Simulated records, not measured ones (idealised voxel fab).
Process module under the name voxel transistor to metal
Section cut is 175 nm wide and gridded with 5 nm square cells.
The cross-sections in this document take the form of a grid made of square cells. They are written out as bands, in order from top to bottom. Each band consists of one or more rows of cells. What a band's entry tells you: where the top is and where the bottom is, as heights in nm, and after that what lies inside, material by material from left to right, each with its width in nm. Empty space is written as the word "air", and a single material marked with the word "edge to edge" occupies the band from edge to edge. It should be noted that heights are counted from 0, beneath which the wafer as supplied is of one material throughout, and that the lowest band possesses no lower boundary but continues downward, as written in "0 down". The width entry "30..40" should be interpreted row by row: the top row of cells in the band takes the first number, the bottom row takes the second number, and the change between adjacent rows is uniform throughout. Step note "identical to before" = no cross-section cell changed. Look at "Sealed-off cavities" for the closed voids: empty spaces with no open path to the top, sized 8 cells or up. Each is width x height at distance, distance from the left edge, all nm. If you see something after the settings on a step's line, that's the simulator's own remark about that step. Each step line may optionally specify "overlay nm", which for a step with a mask gives the rightward distance between the mask's planned place and where it lay, a negative value indicating the leftward direction.
PROCESS STEPS (PLANNED)
1) RECEIVE: material Si
2) OXIDIZE: depth nm 5
3) CONFORMAL_DEP: material SiN, thk nm 15
4) DIRECTIONAL_DEP: material aC, thk nm 10
5) PATTERN: tone cover, mask id ACTIVE, material resist, width nm 105, thk nm 30, overlay nm 0
6) DIRECTIONAL_ETCH: etch materials aC, depth nm 10
7) STRIP: etch materials resist
8) DIRECTIONAL_ETCH: etch materials SiN, depth nm 15
9) DIRECTIONAL_ETCH: etch materials SiO2, depth nm 5
10) DIRECTIONAL_ETCH: etch materials Si, depth nm 35
11) STRIP: etch materials aC
12) OXIDIZE: depth nm 5
13) FILL_DEP: material SiO2, thk nm 5
14) CMP: height nm 15
15) SELECTIVE_ETCH: etch materials SiO2, depth nm 5
16) STRIP: etch materials SiN
17) SELECTIVE_ETCH: etch materials SiO2, depth nm 5
18) OXIDIZE: depth nm 5
19) DIRECTIONAL_DEP: material polySi, thk nm 25
20) DIRECTIONAL_DEP: material SiCN, thk nm 10
21) PATTERN: tone cover, mask id GATE, material resist, width nm 15, thk nm 20, overlay nm 0
22) DIRECTIONAL_ETCH: etch materials SiCN, depth nm 20
23) DIRECTIONAL_ETCH: etch materials polySi, depth nm 35
24) STRIP: etch materials resist
25) CONFORMAL_DEP: material SiO2, thk nm 5
26) DIRECTIONAL_ETCH: etch materials SiO2, depth nm 5
27) CONFORMAL_DEP: material SiN, thk nm 5
28) DIRECTIONAL_ETCH: etch materials SiN, depth nm 5
29) DIRECTIONAL_ETCH: etch materials SiO2, depth nm 5
30) DIRECTIONAL_ETCH: etch materials Si, depth nm 5
31) EPI: material pSi, thk nm 5
32) FILL_DEP: material SiO2, thk nm 5
33) CMP: height nm 30
34) DIRECTIONAL_DEP: material SiO2, thk nm 15
35) DIRECTIONAL_DEP: material aC, thk nm 10
36) PATTERN: tone open, mask id CONTACT, material resist, width nm 30, pitch nm 55, thk nm 30, overlay nm 0
37) DIRECTIONAL_ETCH: etch materials aC, depth nm 10
38) STRIP: etch materials resist
39) DIRECTIONAL_ETCH: etch materials SiO2, depth nm 55
40) STRIP: etch materials aC
41) CONFORMAL_DEP: material TiN, thk nm 5
42) FILL_DEP: material W, thk nm 5
43) CMP: height nm 45
44) CONFORMAL_DEP: material SiN, thk nm 5
45) DIRECTIONAL_DEP: material SiO2, thk nm 15
46) PATTERN: tone open, mask id METAL_1, material resist, width nm 20, pitch nm 65, thk nm 20, overlay nm 0
47) DIRECTIONAL_ETCH: etch materials SiO2, depth nm 15
48) DIRECTIONAL_ETCH: etch materials SiN, depth nm 5
49) STRIP: etch materials resist
50) CONFORMAL_DEP: material TiN, thk nm 5
51) FILL_DEP: material Ru, thk nm 5
52) CMP: height nm 65
53) EPI: material Ru, thk nm 5
54) FILL_DEP: material SiCN, thk nm 5
The depth nm used in step 15 is not the same on every wafer, whereas the starting condition is; the value printed in the plan is the first wafer's.
THIS IS HOW THE FIRST OF SEVERAL WAFERS LOOKED IN CROSS-SECTION WHEN IT ARRIVED, WHICH IS AFTER STEP 1
	0 down | Si edge to edge
	Sealed-off cavities: none
WAFER ROWS, END OF MODULE: CELLS PER MATERIAL GAINED (+) OR LOST (-) SINCE RECEIPT; CLOSED VOIDS LAST
depth nm 5; +24 Ru; -194 Si; +64 SiCN; +45 SiN; +423 SiO2; +72 TiN; +62 W; +14 pSi; +15 polySi; Sealed-off cavities: none
depth nm 10; +24 Ru; -194 Si; +64 SiCN; +43 SiN; +425 SiO2; +72 TiN; +62 W; +14 pSi; +15 polySi; Sealed-off cavities: none
depth nm 15; +24 Ru; -194 Si; +64 SiCN; +41 SiN; +427 SiO2; +72 TiN; +62 W; +14 pSi; +15 polySi; Sealed-off cavities: none
depth nm 20; +24 Ru; -194 Si; +64 SiCN; +43 SiN; +427 SiO2; +72 TiN; +62 W; +12 pSi; +15 polySi; Sealed-off cavities: none
